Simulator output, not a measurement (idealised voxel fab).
Module name: voxel capacitor over wiring (process module)
Section cut is 195 nm wide and gridded with 5 nm square cells.
If you're reading a cross-section in this doc, picture square cells in a grid; it comes to you as bands, top ones listed first down to the bottom, and a band can be one or more rows of cells. What a band's entry tells you: where the top is and where the bottom is, as heights in nm, and after that what lies inside, material by material from left to right, each with its width in nm. Empty space is written as the word "blank", and a single material marked with the word "edge to edge" occupies the band from edge to edge. Height 0 is the level under which the wafer as received is all one material. The lowest band goes on downwards, as in "z 0 and below". The two numbers in a width such as "30->40" mark its ends across the band: the first belongs to the top row of cells, the second to the bottom row, and from each row to the next the width moves by the same amount. When a step is marked "all unchanged", none of the cells in the cross-section changed during that step. Closed-off voids of 8+ cells (no open route to the top) go in "Closed void roster", written width x height at distance from the left edge, in nm. Heads up: the bit after the settings on a step's line is the simulator's remark on that step. overlay nm: mask right of planned place by this much (step with mask). Neg. = left. For the reader: what remains of this document is a series of pairs, each showing a cross-section before one process step and a cross-section after that step which reaches down only to the lowest band that changed, with the step between them and its settings set out under the pair. It should not be assumed that a pair continues from the pair above it; the pairs can come from different runs of this module on the same starting wafer, and such continuity exists only where the entry headed "Pre-step section" says so.
# Pre-step section
- z 0 and below: Si edge to edge
- Closed void roster: none
# After the Step
- z 15 to 0: SiO2 edge to edge
- Note: structure below 0 unchanged.
- Closed void roster: none
Step between the pre-process and post-process cross-sections given above: CONFORMAL_DEP,material SiO2,thk nm 15
Pre-step section: taken from the pair above, after panel.
# After the Step
- z 20 to 15: TiN edge to edge
- Note: structure below 15 unchanged.
- Closed void roster: none
Step between the pre-process and post-process cross-sections given above: DIRECTIONAL_DEP,material TiN,thk nm 5
Pre-step section: taken from the pair above, after panel.
# After the Step
- z 35 to 20: W edge to edge
- Note: structure below 20 unchanged.
- Closed void roster: none
Step between the pre-process and post-process cross-sections given above: DIRECTIONAL_DEP,material W,thk nm 15
Pre-step section: taken from the pair above, after panel.
# After the Step
- z 50 to 35: aC edge to edge
- Note: structure below 35 unchanged.
- Closed void roster: none
Step between the pre-process and post-process cross-sections given above: DIRECTIONAL_DEP,material aC,thk nm 15
Pre-step section: taken from the pair above, after panel.
# After the Step
- z 85 to 50: blank=50, then resist=20, then blank=55, then resist=20, then blank=50
- Note: structure below 50 unchanged.
- Closed void roster: none
Step between the pre-process and post-process cross-sections given above: PATTERN,tone cover,mask id METAL_1,material resist,width nm 20,pitch nm 75,thk nm 35,overlay nm 0
Pre-step section: taken from the pair above, after panel.
# After the Step
- z 70 to 50: blank=50, then resist=20, then blank=55, then resist=20, then blank=50
- z 50 to 35: blank=50, then aC=20, then blank=55, then aC=20, then blank=50
- Note: structure below 35 unchanged.
- Closed void roster: none
Step between the pre-process and post-process cross-sections given above: DIRECTIONAL_ETCH,etch materials aC,depth nm 15
Pre-step section: taken from the pair above, after panel.
# After the Step
- z 50 to 35: blank=50, then aC=20, then blank=55, then aC=20, then blank=50
- Note: structure below 35 unchanged.
- Closed void roster: none
Step between the pre-process and post-process cross-sections given above: STRIP,etch materials resist
Pre-step section: taken from the pair above, after panel.
# After the Step
- z 50 to 35: blank=50, then aC=20, then blank=55, then aC=20, then blank=50
- z 35 to 20: blank=50, then W=20, then blank=55, then W=20, then blank=50
- Note: structure below 20 unchanged.
- Closed void roster: none
Step between the pre-process and post-process cross-sections given above: DIRECTIONAL_ETCH,etch materials W,depth nm 15
Pre-step section: taken from the pair above, after panel.
# After the Step
- z 50 to 35: blank=50, then aC=20, then blank=55, then aC=20, then blank=50
- z 35 to 20: blank=50, then W=20, then blank=55, then W=20, then blank=50
- z 20 to 15: blank=50, then TiN=20, then blank=55, then TiN=20, then blank=50
- Note: structure below 15 unchanged.
- Closed void roster: none
Step between the pre-process and post-process cross-sections given above: DIRECTIONAL_ETCH,etch materials TiN,depth nm 5
Pre-step section: taken from the pair above, after panel.
# After the Step
- z 35 to 20: blank=50, then W=20, then blank=55, then W=20, then blank=50
- Note: structure below 20 unchanged.
- Closed void roster: none
Step between the pre-process and post-process cross-sections given above: STRIP,etch materials aC
Pre-step section: taken from the pair above, after panel.
# After the Step
- z 40 to 35: blank=45, then SiCN=30, then blank=45, then SiCN=30, then blank=45
- z 35 to 20: blank=45, then SiCN=5, then W=20, then SiCN=5, then blank=45, then SiCN=5, then W=20, then SiCN=5, then blank=45
- z 20 to 15: SiCN=50, then TiN=20, then SiCN=55, then TiN=20, then SiCN=50
- Note: structure below 15 unchanged.
- Closed void roster: none
Step between the pre-process and post-process cross-sections given above: CONFORMAL_DEP,material SiCN,thk nm 5
Pre-step section: taken from the pair above, after panel.
# After the Step
- z 45 to 40: lowk edge to edge
- z 40 to 35: lowk=45, then SiCN=30, then lowk=45, then SiCN=30, then lowk=45
- z 35 to 20: lowk=45, then SiCN=5, then W=20, then SiCN=5, then lowk=45, then SiCN=5, then W=20, then SiCN=5, then lowk=45
- Note: structure below 20 unchanged.
- Closed void roster: none
Step between the pre-process and post-process cross-sections given above: FILL_DEP,material lowk,thk nm 5
Pre-step section: taken from the pair above, after panel.
# After the Step
- z 35 to 20: lowk=45, then SiCN=5, then W=20, then SiCN=5, then lowk=45, then SiCN=5, then W=20, then SiCN=5, then lowk=45
- Note: structure below 20 unchanged.
- Closed void roster: none
Step between the pre-process and post-process cross-sections given above: CMP,height nm 35
Pre-step section: taken from the pair above, after panel.
# After the Step
- z 40 to 35: SiCN edge to edge
- Note: structure below 35 unchanged.
- Closed void roster: none
Step between the pre-process and post-process cross-sections given above: CONFORMAL_DEP,material SiCN,thk nm 5
Pre-step section: taken from the pair above, after panel.
# After the Step
- z 50 to 40: lowk edge to edge
- Note: structure below 40 unchanged.
- Closed void roster: none
Step between the pre-process and post-process cross-sections given above: DIRECTIONAL_DEP,material lowk,thk nm 10
Pre-step section: taken from the pair above, after panel.
# After the Step
- z 65 to 50: aC edge to edge
- Note: structure below 50 unchanged.
- Closed void roster: none
Step between the pre-process and post-process cross-sections given above: DIRECTIONAL_DEP,material aC,thk nm 15
Pre-step section: taken from the pair above, after panel.
# After the Step
- z 100 to 65: resist=55, then blank=15, then resist=125
- Note: structure below 65 unchanged.
- Closed void roster: none
Step between the pre-process and post-process cross-sections given above: PATTERN,tone open,mask id PLUG_1,material resist,width nm 15,thk nm 35,overlay nm 0
Pre-step section: taken from the pair above, after panel.
# After the Step
- z 85 to 65: resist=55, then blank=15, then resist=125
- z 65 to 50: aC=55, then blank=15, then aC=125
- Note: structure below 50 unchanged.
- Closed void roster: none
Step between the pre-process and post-process cross-sections given above: DIRECTIONAL_ETCH,etch materials aC,depth nm 15
Pre-step section: taken from the pair above, after panel.
# After the Step
- z 65 to 50: aC=55, then blank=15, then aC=125
- Note: structure below 50 unchanged.
- Closed void roster: none
Step between the pre-process and post-process cross-sections given above: STRIP,etch materials resist
Pre-step section: taken from the pair above, after panel.
# After the Step
- z 65 to 50: aC=55, then blank=15, then aC=125
- z 50 to 40: lowk=55, then blank=15, then lowk=125
- Note: structure below 40 unchanged.
- Closed void roster: none
Step between the pre-process and post-process cross-sections given above: DIRECTIONAL_ETCH,etch materials lowk,depth nm 10
Pre-step section: taken from the pair above, after panel.
# After the Step
- z 65 to 50: aC=55, then blank=15, then aC=125
- z 50 to 40: lowk=55, then blank=15, then lowk=125
- z 40 to 35: SiCN=55, then blank=15, then SiCN=125
- Note: structure below 35 unchanged.
- Closed void roster: none
Step between the pre-process and post-process cross-sections given above: DIRECTIONAL_ETCH,etch materials SiCN,depth nm 5
Pre-step section: taken from the pair above, after panel.
# After the Step
- z 50 to 40: lowk=55, then blank=15, then lowk=125
- Note: structure below 40 unchanged.
- Closed void roster: none
Step between the pre-process and post-process cross-sections given above: STRIP,etch materials aC
Pre-step section: taken from the pair above, after panel.
# After the Step
- z 50 to 45: lowk=55, then blank=15, then lowk=125
- z 45 to 40: lowk=55, then Ru=15, then lowk=125
- z 40 to 35: SiCN=55, then Ru=15, then SiCN=125
- Note: structure below 35 unchanged.
- Closed void roster: none
Step between the pre-process and post-process cross-sections given above: EPI,material Ru,thk nm 10
Pre-step section: taken from the pair above, after panel.
# After the Step
- z 50 to 40: lowk=55, then Ru=15, then lowk=125
- Note: structure below 40 unchanged.
- Closed void roster: none
Step between the pre-process and post-process cross-sections given above: EPI,material Ru,thk nm 5
Pre-step section: taken from the pair above, after panel.
# After the Step
- z 55 to 50: TiN edge to edge
- Note: structure below 50 unchanged.
- Closed void roster: none
Step between the pre-process and post-process cross-sections given above: DIRECTIONAL_DEP,material TiN,thk nm 5
Pre-step section: taken from the pair above, after panel.
# After the Step
- z 60 to 55: Al2O3 edge to edge
- Note: structure below 55 unchanged.
- Closed void roster: none
Step between the pre-process and post-process cross-sections given above: DIRECTIONAL_DEP,material Al2O3,thk nm 5
Pre-step section: taken from the pair above, after panel.
# After the Step
- z 70 to 60: TiN edge to edge
- Note: structure below 60 unchanged.
- Closed void roster: none
Step between the pre-process and post-process cross-sections given above: DIRECTIONAL_DEP,material TiN,thk nm 10
Pre-step section: taken from the pair above, after panel.
# After the Step
- z 70 to 60: blank=55, then TiN=60, then blank=80
- Note: structure below 60 unchanged.
- Closed void roster: none
Step between the pre-process and post-process cross-sections given above: MASKED_ETCH,tone cover,mask id UPPER_PLATE,width nm 60,etch materials TiN,depth nm 10,overlay nm 0
Pre-step section: taken from the pair above, after panel.
# After the Step
- z 70 to 60: blank=55, then TiN=60, then blank=80
- z 60 to 55: blank=55, then Al2O3=60, then blank=80
- Note: structure below 55 unchanged.
- Closed void roster: none
Step between the pre-process and post-process cross-sections given above: MASKED_ETCH,tone cover,mask id UPPER_PLATE,width nm 60,etch materials Al2O3,depth nm 5,overlay nm 0
Pre-step section: taken from the pair above, after panel.
# After the Step
- z 85 to 70: blank=55, then aC=60, then blank=80
- z 70 to 60: aC=55, then TiN=60, then aC=80
- z 60 to 55: aC=55, then Al2O3=60, then aC=80
- Note: structure below 55 unchanged.
- Closed void roster: none
Step between the pre-process and post-process cross-sections given above: DIRECTIONAL_DEP,material aC,thk nm 15
Pre-step section: taken from the pair above, after panel.
# After the Step
- z 115 to 85: blank=50, then resist=70, then blank=75
- z 85 to 70: blank=50, then resist=5, then aC=60, then resist=5, then blank=75
- Note: structure below 70 unchanged.
- Closed void roster: none
Step between the pre-process and post-process cross-sections given above: PATTERN,tone cover,mask id LOWER_PLATE,material resist,width nm 70,thk nm 30,overlay nm 0
Pre-step section: taken from the pair above, after panel.
# After the Step
- z 100 to 85: blank=50, then resist=70, then blank=75
- z 85 to 70: blank=50, then resist=5, then aC=60, then resist=5, then blank=75
- z 70 to 60: blank=50, then aC=5, then TiN=60, then aC=5, then blank=75
- z 60 to 55: blank=50, then aC=5, then Al2O3=60, then aC=5, then blank=75
- Note: structure below 55 unchanged.
- Closed void roster: none
Step between the pre-process and post-process cross-sections given above: DIRECTIONAL_ETCH,etch materials aC,depth nm 15
Pre-step section: taken from the pair above, after panel.
# After the Step
- z 85 to 70: blank=55, then aC=60, then blank=80
- Note: structure below 70 unchanged.
- Closed void roster: none
Step between the pre-process and post-process cross-sections given above: STRIP,etch materials resist
Pre-step section: taken from the pair above, after panel.
# After the Step
- z 85 to 70: blank=55, then aC=60, then blank=80
- z 70 to 60: blank=50, then aC=5, then TiN=60, then aC=5, then blank=75
- z 60 to 55: blank=50, then aC=5, then Al2O3=60, then aC=5, then blank=75
- z 55 to 50: blank=50, then TiN=70, then blank=75
- Note: structure below 50 unchanged.
- Closed void roster: none
Step between the pre-process and post-process cross-sections given above: DIRECTIONAL_ETCH,etch materials TiN,depth nm 5
Pre-step section: taken from the pair above, after panel.
# After the Step
- z 70 to 60: blank=55, then TiN=60, then blank=80
- z 60 to 55: blank=55, then Al2O3=60, then blank=80
- Note: structure below 55 unchanged.
- Closed void roster: none
Step between the pre-process and post-process cross-sections given above: STRIP,etch materials aC
Pre-step section: taken from the pair above, after panel.
# After the Step
- z 90 to 70: SiO2 edge to edge
- z 70 to 60: SiO2=55, then TiN=60, then SiO2=80
- z 60 to 55: SiO2=55, then Al2O3=60, then SiO2=80
- z 55 to 50: SiO2=50, then TiN=70, then SiO2=75
- Note: structure below 50 unchanged.
- Closed void roster: none
Step between the pre-process and post-process cross-sections given above: FILL_DEP,material SiO2,thk nm 20
Pre-step section: taken from the pair above, after panel.
# After the Step
- z 85 to 70: SiO2 edge to edge
- Note: structure below 70 unchanged.
- Closed void roster: none
Step between the pre-process and post-process cross-sections given above: CMP,height nm 85
Pre-step section: taken from the pair above, after panel.
# After the Step
- z 85 to 70: SiO2=65, then blank=15, then SiO2=115
- Note: structure below 70 unchanged.
- Closed void roster: none
Step between the pre-process and post-process cross-sections given above: MASKED_ETCH,tone open,mask id PLUG_2,width nm 15,etch materials SiO2,depth nm 15,overlay nm 0
Pre-step section: taken from the pair above, after panel.
# After the Step
- z 90 to 85: TiN=70, then blank=5, then TiN=120
- z 85 to 75: SiO2=65, then TiN=5, then blank=5, then TiN=5, then SiO2=115
- z 75 to 70: SiO2=65, then TiN=15, then SiO2=115
- Note: structure below 70 unchanged.
- Closed void roster: none
Step between the pre-process and post-process cross-sections given above: CONFORMAL_DEP,material TiN,thk nm 5
Pre-step section: taken from the pair above, after panel.
# After the Step
- z 95 to 90: Cu edge to edge
- z 90 to 85: TiN=70, then Cu=5, then TiN=120
- z 85 to 75: SiO2=65, then TiN=5, then Cu=5, then TiN=5, then SiO2=115
- Note: structure below 75 unchanged.
- Closed void roster: none
Step between the pre-process and post-process cross-sections given above: FILL_DEP,material Cu,thk nm 5
Pre-step section: taken from the pair above, after panel.
# After the Step
- z 85 to 75: SiO2=65, then TiN=5, then Cu=5, then TiN=5, then SiO2=115
- Note: structure below 75 unchanged.
- Closed void roster: none
Step between the pre-process and post-process cross-sections given above: CMP,height nm 85
Pre-step section: taken from the pair above, after panel.
# After the Step
- z 90 to 85: SiCN edge to edge
- Note: structure below 85 unchanged.
- Closed void roster: none
Step between the pre-process and post-process cross-sections given above: CONFORMAL_DEP,material SiCN,thk nm 5
# Pre-step section
- z 50 to 40: lowk=55, then blank=15, then lowk=125
- z 40 to 35: SiCN=55, then blank=15, then SiCN=125
- z 35 to 20: lowk=45, then SiCN=5, then W=20, then SiCN=5, then lowk=45, then SiCN=5, then W=20, then SiCN=5, then lowk=45
- z 20 to 15: SiCN=50, then TiN=20, then SiCN=55, then TiN=20, then SiCN=50
- z 15 to 0: SiO2 edge to edge
- z 0 and below: Si edge to edge
- Closed void roster: none
# After the Step
- z 50 to 40: lowk=55, then blank=15, then lowk=125
- z 40 to 35: SiCN=55, then Ru=15, then SiCN=125
- Note: structure below 35 unchanged.
- Closed void roster: none
Step between the pre-process and post-process cross-sections given above: EPI,material Ru,thk nm 5
Pre-step section: taken from the pair above, after panel.
# After the Step
- z 55 to 50: TiN=55, then blank=15, then TiN=125
- z 50 to 45: lowk=55, then blank=15, then lowk=125
- z 45 to 40: lowk=55, then TiN=15, then lowk=125
- Note: structure below 40 unchanged.
- Closed void roster: none
Step between the pre-process and post-process cross-sections given above: DIRECTIONAL_DEP,material TiN,thk nm 5
Pre-step section: taken from the pair above, after panel.
# After the Step
- z 60 to 55: Al2O3=55, then blank=15, then Al2O3=125
- z 55 to 50: TiN=55, then blank=15, then TiN=125
- z 50 to 45: lowk=55, then Al2O3=15, then lowk=125
- Note: structure below 45 unchanged.
- Closed void roster: none
Step between the pre-process and post-process cross-sections given above: DIRECTIONAL_DEP,material Al2O3,thk nm 5
Pre-step section: taken from the pair above, after panel.
# After the Step
- z 70 to 60: TiN=55, then blank=15, then TiN=125
- z 60 to 55: Al2O3=55, then TiN=15, then Al2O3=125
- z 55 to 50: TiN edge to edge
- Note: structure below 50 unchanged.
- Closed void roster: none
Step between the pre-process and post-process cross-sections given above: DIRECTIONAL_DEP,material TiN,thk nm 10
Pre-step section: taken from the pair above, after panel.
# After the Step
- z 70 to 60: blank=70, then TiN=45, then blank=80
- Note: structure below 60 unchanged.
- Closed void roster: none
Step between the pre-process and post-process cross-sections given above: MASKED_ETCH,tone cover,mask id UPPER_PLATE,width nm 60,etch materials TiN,depth nm 10,overlay nm 0
Pre-step section: taken from the pair above, after panel.
# After the Step
- z 70 to 60: blank=70, then TiN=45, then blank=80
- z 60 to 55: blank=55, then TiN=15, then Al2O3=45, then blank=80
- Note: structure below 55 unchanged.
- Closed void roster: none
Step between the pre-process and post-process cross-sections given above: MASKED_ETCH,tone cover,mask id UPPER_PLATE,width nm 60,etch materials Al2O3,depth nm 5,overlay nm 0
Pre-step section: taken from the pair above, after panel.
# After the Step
- z 85 to 75: blank=70, then aC=45, then blank=80
- z 75 to 70: blank=55, then aC=60, then blank=80
- z 70 to 60: aC=70, then TiN=45, then aC=80
- z 60 to 55: aC=55, then TiN=15, then Al2O3=45, then aC=80
- Note: structure below 55 unchanged.
- Closed void roster: none
Step between the pre-process and post-process cross-sections given above: DIRECTIONAL_DEP,material aC,thk nm 15
Pre-step section: taken from the pair above, after panel.
# After the Step
- z 115 to 85: blank=50, then resist=70, then blank=75
- z 85 to 75: blank=50, then resist=20, then aC=45, then resist=5, then blank=75
- z 75 to 70: blank=50, then resist=5, then aC=60, then resist=5, then blank=75
- Note: structure below 70 unchanged.
- Closed void roster: none
Step between the pre-process and post-process cross-sections given above: PATTERN,tone cover,mask id LOWER_PLATE,material resist,width nm 70,thk nm 30,overlay nm 0
Pre-step section: taken from the pair above, after panel.
# After the Step
- z 100 to 85: blank=50, then resist=70, then blank=75
- z 85 to 75: blank=50, then resist=20, then aC=45, then resist=5, then blank=75
- z 75 to 70: blank=50, then resist=5, then aC=60, then resist=5, then blank=75
- z 70 to 60: blank=50, then aC=20, then TiN=45, then aC=5, then blank=75
- z 60 to 55: blank=50, then aC=5, then TiN=15, then Al2O3=45, then aC=5, then blank=75
- Note: structure below 55 unchanged.
- Closed void roster: none
Step between the pre-process and post-process cross-sections given above: DIRECTIONAL_ETCH,etch materials aC,depth nm 15
Pre-step section: taken from the pair above, after panel.
# After the Step
- z 85 to 75: blank=70, then aC=45, then blank=80
- z 75 to 70: blank=55, then aC=60, then blank=80
- Note: structure below 70 unchanged.
- Closed void roster: none
Step between the pre-process and post-process cross-sections given above: STRIP,etch materials resist
Pre-step section: taken from the pair above, after panel.
# After the Step
- z 85 to 75: blank=70, then aC=45, then blank=80
- z 75 to 70: blank=55, then aC=60, then blank=80
- z 70 to 60: blank=50, then aC=20, then TiN=45, then aC=5, then blank=75
- z 60 to 55: blank=50, then aC=5, then TiN=15, then Al2O3=45, then aC=5, then blank=75
- z 55 to 50: blank=50, then TiN=70, then blank=75
- Note: structure below 50 unchanged.
- Closed void roster: none
Step between the pre-process and post-process cross-sections given above: DIRECTIONAL_ETCH,etch materials TiN,depth nm 5
Pre-step section: taken from the pair above, after panel.
# After the Step
- z 70 to 60: blank=70, then TiN=45, then blank=80
- z 60 to 55: blank=55, then TiN=15, then Al2O3=45, then blank=80
- Note: structure below 55 unchanged.
- Closed void roster: none
Step between the pre-process and post-process cross-sections given above: STRIP,etch materials aC
Pre-step section: taken from the pair above, after panel.
# After the Step
- z 90 to 70: SiO2 edge to edge
- z 70 to 60: SiO2=70, then TiN=45, then SiO2=80
- z 60 to 55: SiO2=55, then TiN=15, then Al2O3=45, then SiO2=80
- z 55 to 50: SiO2=50, then TiN=70, then SiO2=75
- Note: structure below 50 unchanged.
- Closed void roster: none
Step between the pre-process and post-process cross-sections given above: FILL_DEP,material SiO2,thk nm 20
Pre-step section: taken from the pair above, after panel.
# After the Step
- z 85 to 70: SiO2 edge to edge
- Note: structure below 70 unchanged.
- Closed void roster: none
Step between the pre-process and post-process cross-sections given above: CMP,height nm 85
Pre-step section: taken from the pair above, after panel.
# After the Step
- z 85 to 70: SiO2=65, then blank=15, then SiO2=115
- Note: structure below 70 unchanged.
- Closed void roster: none
Step between the pre-process and post-process cross-sections given above: MASKED_ETCH,tone open,mask id PLUG_2,width nm 15,etch materials SiO2,depth nm 15,overlay nm 0
Pre-step section: taken from the pair above, after panel.
# After the Step
- z 90 to 85: TiN=70, then blank=5, then TiN=120
- z 85 to 75: SiO2=65, then TiN=5, then blank=5, then TiN=5, then SiO2=115
- z 75 to 70: SiO2=65, then TiN=15, then SiO2=115
- Note: structure below 70 unchanged.
- Closed void roster: none
Step between the pre-process and post-process cross-sections given above: CONFORMAL_DEP,material TiN,thk nm 5
Pre-step section: taken from the pair above, after panel.
# After the Step
- z 95 to 90: Cu edge to edge
- z 90 to 85: TiN=70, then Cu=5, then TiN=120
- z 85 to 75: SiO2=65, then TiN=5, then Cu=5, then TiN=5, then SiO2=115
- Note: structure below 75 unchanged.
- Closed void roster: none
Step between the pre-process and post-process cross-sections given above: FILL_DEP,material Cu,thk nm 5
Pre-step section: taken from the pair above, after panel.
# After the Step
- z 85 to 75: SiO2=65, then TiN=5, then Cu=5, then TiN=5, then SiO2=115
- Note: structure below 75 unchanged.
- Closed void roster: none
Step between the pre-process and post-process cross-sections given above: CMP,height nm 85
Pre-step section: taken from the pair above, after panel.
# After the Step
- z 90 to 85: SiCN edge to edge
- Note: structure below 85 unchanged.
- Closed void roster: none
Step between the pre-process and post-process cross-sections given above: CONFORMAL_DEP,material SiCN,thk nm 5
# Pre-step section
- z 50 to 45: lowk=55, then blank=15, then lowk=125
- z 45 to 40: lowk=55, then Ru=15, then lowk=125
- z 40 to 35: SiCN=55, then Ru=15, then SiCN=125
- z 35 to 20: lowk=45, then SiCN=5, then W=20, then SiCN=5, then lowk=45, then SiCN=5, then W=20, then SiCN=5, then lowk=45
- z 20 to 15: SiCN=50, then TiN=20, then SiCN=55, then TiN=20, then SiCN=50
- z 15 to 0: SiO2 edge to edge
- z 0 and below: Si edge to edge
- Closed void roster: none
# After the Step
- z 55 to 50: blank=50, then Ru=25, then blank=120
- z 50 to 40: lowk=55, then Ru=15, then lowk=125
- Note: structure below 40 unchanged.
- Closed void roster: none
Step between the pre-process and post-process cross-sections given above: EPI,material Ru,thk nm 10
Pre-step section: taken from the pair above, after panel.
# After the Step
- z 60 to 50: blank=45, then Ru=35, then blank=115
- Note: structure below 50 unchanged.
- Closed void roster: none
Step between the pre-process and post-process cross-sections given above: EPI,material Ru,thk nm 5
Pre-step section: taken from the pair above, after panel.
# After the Step
- z 65 to 60: blank=45, then TiN=35, then blank=115
- z 60 to 55: blank=45, then Ru=35, then blank=115
- z 55 to 50: TiN=45, then Ru=35, then TiN=115
- Note: structure below 50 unchanged.
- Closed void roster: none
Step between the pre-process and post-process cross-sections given above: DIRECTIONAL_DEP,material TiN,thk nm 5
Pre-step section: taken from the pair above, after panel.
# After the Step
- z 70 to 65: blank=45, then Al2O3=35, then blank=115
- z 65 to 60: blank=45, then TiN=35, then blank=115
- z 60 to 55: Al2O3=45, then Ru=35, then Al2O3=115
- Note: structure below 55 unchanged.
- Closed void roster: none
Step between the pre-process and post-process cross-sections given above: DIRECTIONAL_DEP,material Al2O3,thk nm 5
Pre-step section: taken from the pair above, after panel.
# After the Step
- z 80 to 70: blank=45, then TiN=35, then blank=115
- z 70 to 65: TiN=45, then Al2O3=35, then TiN=115
- z 65 to 60: TiN edge to edge
- Note: structure below 60 unchanged.
- Closed void roster: none
Step between the pre-process and post-process cross-sections given above: DIRECTIONAL_DEP,material TiN,thk nm 10
Pre-step section: taken from the pair above, after panel.
# After the Step
- z 80 to 70: blank=55, then TiN=25, then blank=115
- z 70 to 65: blank=45, then Al2O3=35, then TiN=35, then blank=80
- z 65 to 60: blank=45, then TiN=70, then blank=80
- Note: structure below 60 unchanged.
- Closed void roster: none
Step between the pre-process and post-process cross-sections given above: MASKED_ETCH,tone cover,mask id UPPER_PLATE,width nm 60,etch materials TiN,depth nm 10,overlay nm 0
Pre-step section: taken from the pair above, after panel.
# After the Step
- z 80 to 70: blank=55, then TiN=25, then blank=115
- z 70 to 65: blank=55, then Al2O3=25, then TiN=35, then blank=80
- z 65 to 60: blank=45, then TiN=70, then blank=80
- z 60 to 55: blank=45, then Ru=35, then Al2O3=35, then blank=80
- Note: structure below 55 unchanged.
- Closed void roster: none
Step between the pre-process and post-process cross-sections given above: MASKED_ETCH,tone cover,mask id UPPER_PLATE,width nm 60,etch materials Al2O3,depth nm 5,overlay nm 0
Pre-step section: taken from the pair above, after panel.
# After the Step
- z 95 to 85: blank=55, then aC=25, then blank=115
- z 85 to 80: blank=55, then aC=60, then blank=80
- z 80 to 70: blank=45, then aC=10, then TiN=25, then aC=35, then blank=80
- z 70 to 65: aC=55, then Al2O3=25, then TiN=35, then aC=80
- z 65 to 60: aC=45, then TiN=70, then aC=80
- z 60 to 55: aC=45, then Ru=35, then Al2O3=35, then aC=80
- Note: structure below 55 unchanged.
- Closed void roster: none
Step between the pre-process and post-process cross-sections given above: DIRECTIONAL_DEP,material aC,thk nm 15
Pre-step section: taken from the pair above, after panel.
# After the Step
- z 125 to 95: blank=50, then resist=70, then blank=75
- z 95 to 85: blank=50, then resist=5, then aC=25, then resist=40, then blank=75
- z 85 to 80: blank=50, then resist=5, then aC=60, then resist=5, then blank=75
- z 80 to 70: blank=45, then aC=10, then TiN=25, then aC=35, then resist=5, then blank=75
- Note: structure below 70 unchanged.
- Closed void roster: none
Step between the pre-process and post-process cross-sections given above: PATTERN,tone cover,mask id LOWER_PLATE,material resist,width nm 70,thk nm 30,overlay nm 0
Pre-step section: taken from the pair above, after panel.
# After the Step
- z 110 to 95: blank=50, then resist=70, then blank=75
- z 95 to 85: blank=50, then resist=5, then aC=25, then resist=40, then blank=75
- z 85 to 80: blank=50, then resist=5, then aC=60, then resist=5, then blank=75
- z 80 to 70: blank=50, then aC=5, then TiN=25, then aC=35, then resist=5, then blank=75
- z 70 to 65: blank=50, then aC=5, then Al2O3=25, then TiN=35, then aC=5, then blank=75
- z 65 to 60: blank=45, then TiN=70, then aC=5, then blank=75
- z 60 to 55: blank=45, then Ru=35, then Al2O3=35, then aC=5, then blank=75
- Note: structure below 55 unchanged.
- Closed void roster: none
Step between the pre-process and post-process cross-sections given above: DIRECTIONAL_ETCH,etch materials aC,depth nm 15
Pre-step section: taken from the pair above, after panel.
# After the Step
- z 95 to 85: blank=55, then aC=25, then blank=115
- z 85 to 80: blank=55, then aC=60, then blank=80
- z 80 to 70: blank=50, then aC=5, then TiN=25, then aC=35, then blank=80
- Note: structure below 70 unchanged.
- Closed void roster: none
Step between the pre-process and post-process cross-sections given above: STRIP,etch materials resist
Pre-step section: taken from the pair above, after panel.
# After the Step
- z 95 to 85: blank=55, then aC=25, then blank=115
- z 85 to 80: blank=55, then aC=60, then blank=80
- z 80 to 70: blank=50, then aC=5, then TiN=25, then aC=35, then blank=80
- z 70 to 65: blank=50, then aC=5, then Al2O3=25, then TiN=35, then aC=5, then blank=75
- z 65 to 60: blank=50, then TiN=65, then aC=5, then blank=75
- z 60 to 55: blank=45, then Ru=35, then Al2O3=35, then aC=5, then blank=75
- z 55 to 50: blank=45, then Ru=35, then TiN=40, then blank=75
- Note: structure below 50 unchanged.
- Closed void roster: none
Step between the pre-process and post-process cross-sections given above: DIRECTIONAL_ETCH,etch materials TiN,depth nm 5
Pre-step section: taken from the pair above, after panel.
# After the Step
- z 80 to 70: blank=55, then TiN=25, then blank=115
- z 70 to 65: blank=55, then Al2O3=25, then TiN=35, then blank=80
- z 65 to 60: blank=50, then TiN=65, then blank=80
- z 60 to 55: blank=45, then Ru=35, then Al2O3=35, then blank=80
- Note: structure below 55 unchanged.
- Closed void roster: none
Step between the pre-process and post-process cross-sections given above: STRIP,etch materials aC
Pre-step section: taken from the pair above, after panel.
# After the Step
- z 100 to 80: SiO2 edge to edge
- z 80 to 70: SiO2=55, then TiN=25, then SiO2=115
- z 70 to 65: SiO2=55, then Al2O3=25, then TiN=35, then SiO2=80
- z 65 to 60: SiO2=50, then TiN=65, then SiO2=80
- z 60 to 55: SiO2=45, then Ru=35, then Al2O3=35, then SiO2=80
- z 55 to 50: SiO2=45, then Ru=35, then TiN=40, then SiO2=75
- Note: structure below 50 unchanged.
- Closed void roster: none
Step between the pre-process and post-process cross-sections given above: FILL_DEP,material SiO2,thk nm 20
Pre-step section: taken from the pair above, after panel.
# After the Step
- z 85 to 80: SiO2 edge to edge
- Note: structure below 80 unchanged.
- Closed void roster: none
Step between the pre-process and post-process cross-sections given above: CMP,height nm 85
Pre-step section: taken from the pair above, after panel.
# After the Step
- z 85 to 80: SiO2=65, then blank=15, then SiO2=115
- Note: structure below 80 unchanged.
- Closed void roster: none
Step between the pre-process and post-process cross-sections given above: MASKED_ETCH,tone open,mask id PLUG_2,width nm 15,etch materials SiO2,depth nm 15,overlay nm 0
Pre-step section: taken from the pair above, after panel.
# After the Step
- z 90 to 85: TiN=70, then blank=5, then TiN=120
- z 85 to 80: SiO2=65, then TiN=15, then SiO2=115
- Note: structure below 80 unchanged.
- Closed void roster: none
Step between the pre-process and post-process cross-sections given above: CONFORMAL_DEP,material TiN,thk nm 5
Pre-step section: taken from the pair above, after panel.
# After the Step
- z 95 to 90: Cu edge to edge
- z 90 to 85: TiN=70, then Cu=5, then TiN=120
- Note: structure below 85 unchanged.
- Closed void roster: none
Step between the pre-process and post-process cross-sections given above: FILL_DEP,material Cu,thk nm 5
Pre-step section: taken from the pair above, after panel.
# After the Step
- z 85 to 80: SiO2=65, then TiN=15, then SiO2=115
- Note: structure below 80 unchanged.
- Closed void roster: none
Step between the pre-process and post-process cross-sections given above: CMP,height nm 85
Pre-step section: taken from the pair above, after panel.
# After the Step
- z 90 to 85: SiCN edge to edge
- Note: structure below 85 unchanged.
- Closed void roster: none
Step between the pre-process and post-process cross-sections given above: CONFORMAL_DEP,material SiCN,thk nm 5
# Pre-step section
- z 35 to 20: lowk=45, then SiCN=5, then W=20, then SiCN=5, then lowk=45, then SiCN=5, then W=20, then SiCN=5, then lowk=45
- z 20 to 15: SiCN=50, then TiN=20, then SiCN=55, then TiN=20, then SiCN=50
- z 15 to 0: SiO2 edge to edge
- z 0 and below: Si edge to edge
- Closed void roster: none
# After the Step
- z 45 to 35: lowk edge to edge
- Note: structure below 35 unchanged.
- Closed void roster: none
Step between the pre-process and post-process cross-sections given above: DIRECTIONAL_DEP,material lowk,thk nm 10
